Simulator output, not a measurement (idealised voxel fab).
process module | voxel self aligned contacts
cross-section cut | 300 nm wide | cells 5 nm
A cross-section is a grid of square cells, given in bands from the top down. A band is one or more rows of cells.
Each band's line starts with the height of the band's top and of its bottom, in nm. Then come its materials from left to right, each with its width in nm. One material with "throughout" fills the band from edge to edge. "air" is empty space.
Height 0 is the level under which the wafer as received is all one material. The lowest band goes on downwards, as in "0 down".
A width such as "30 to 40" changes by the same amount from each row of cells to the next, from the band's top row to its bottom row.
"no change" after a step means that no cell of the cross-section changed.
closed voids: empty space of 8 cells or more with no open way to the top, each as width x height at its distance from the left edge, in nm
after a step's settings: what the simulator itself notes on the step
overlay nm, on a step with a mask: how far to the right of its planned place the mask lay; to the left if negative
plan
1 op RECEIVE | material Si
2 op CONFORMAL_DEP | material SiO2 | thk nm 5
3 op DIRECTIONAL_DEP | material polySi | thk nm 25
4 op DIRECTIONAL_DEP | material SiN | thk nm 20
5 op DIRECTIONAL_DEP | material aC | thk nm 5
6 op PATTERN | tone cover | mask id GATE | material resist | width nm 25 | pitch nm 55 | thk nm 30 | overlay nm 0
7 op DIRECTIONAL_ETCH | etch materials aC | depth nm 10
8 op STRIP | etch materials resist
9 op DIRECTIONAL_ETCH | etch materials SiN | depth nm 20
10 op DIRECTIONAL_ETCH | etch materials polySi | depth nm 25
11 op STRIP | etch materials aC
12 op CONFORMAL_DEP | material SiN | thk nm 5
13 op DIRECTIONAL_ETCH | etch materials SiN | depth nm 5
14 op FILL_DEP | material SiO2 | thk nm 10
15 op CMP | height nm 55
16 op MASKED_ETCH | tone open | mask id CONTACT | width nm 40 | pitch nm 55 | etch materials SiO2 | depth nm 55 | overlay nm 0
17 op CONFORMAL_DEP | material TiN | thk nm 5
18 op FILL_DEP | material W | thk nm 5
19 op CMP | height nm 55
20 op CONFORMAL_DEP | material SiCN | thk nm 5
varied across the wafers: thk nm of step 5. The plan shows the first wafer's value. All wafers start alike
first wafer as received, after step 1
  0 down: Si throughout
  closed voids: none
first wafer at the end, after step 20
  60 to 55: SiCN throughout
  55 to 50: SiO2 100 | TiN 15 | W 10 | TiN 15 | SiO2 15 | TiN 15 | W 10 | TiN 15 | SiO2 105
  50 to 30: SiO2 75 | SiN 35 | TiN 5 | W 10 | TiN 5 | SiN 35 | TiN 5 | W 10 | TiN 5 | SiN 35 | SiO2 80
  30 to 5: SiO2 75 | SiN 5 | polySi 25 | SiN 5 | TiN 5 | W 10 | TiN 5 | SiN 5 | polySi 25 | SiN 5 | TiN 5 | W 10 | TiN 5 | SiN 5 | polySi 25 | SiN 5 | SiO2 80
  5 to 0: SiO2 110 | TiN 20 | SiO2 35 | TiN 20 | SiO2 115
  0 down: Si throughout
  closed voids: none
last wafer at the end
  60 to 55: SiCN throughout
  55 to 50: SiO2 100 | TiN 40 | SiO2 15 | TiN 40 | SiO2 105
  50 to 30: SiN throughout
  30 to 5: polySi throughout
  5 to 0: SiO2 throughout
  0 down: Si throughout
  closed voids: none
each wafer at the end: cells of each material gained (+) or lost (-) since it was received, then its closed voids
thk nm 5 | +60 SiCN | +114 SiN | +375 SiO2 | +56 TiN | +40 W | +75 polySi | closed voids: none
thk nm 10 | +60 SiCN | +114 SiN | +375 SiO2 | +56 TiN | +40 W | +75 polySi | closed voids: none
thk nm 15 | +60 SiCN | +240 SiN | +104 SiO2 | +16 TiN | +300 polySi | closed voids: none
thk nm 20 | +60 SiCN | +240 SiN | +104 SiO2 | +16 TiN | +300 polySi | closed voids: none
thk nm 25 | +60 SiCN | +240 SiN | +104 SiO2 | +16 TiN | +300 polySi | closed voids: none
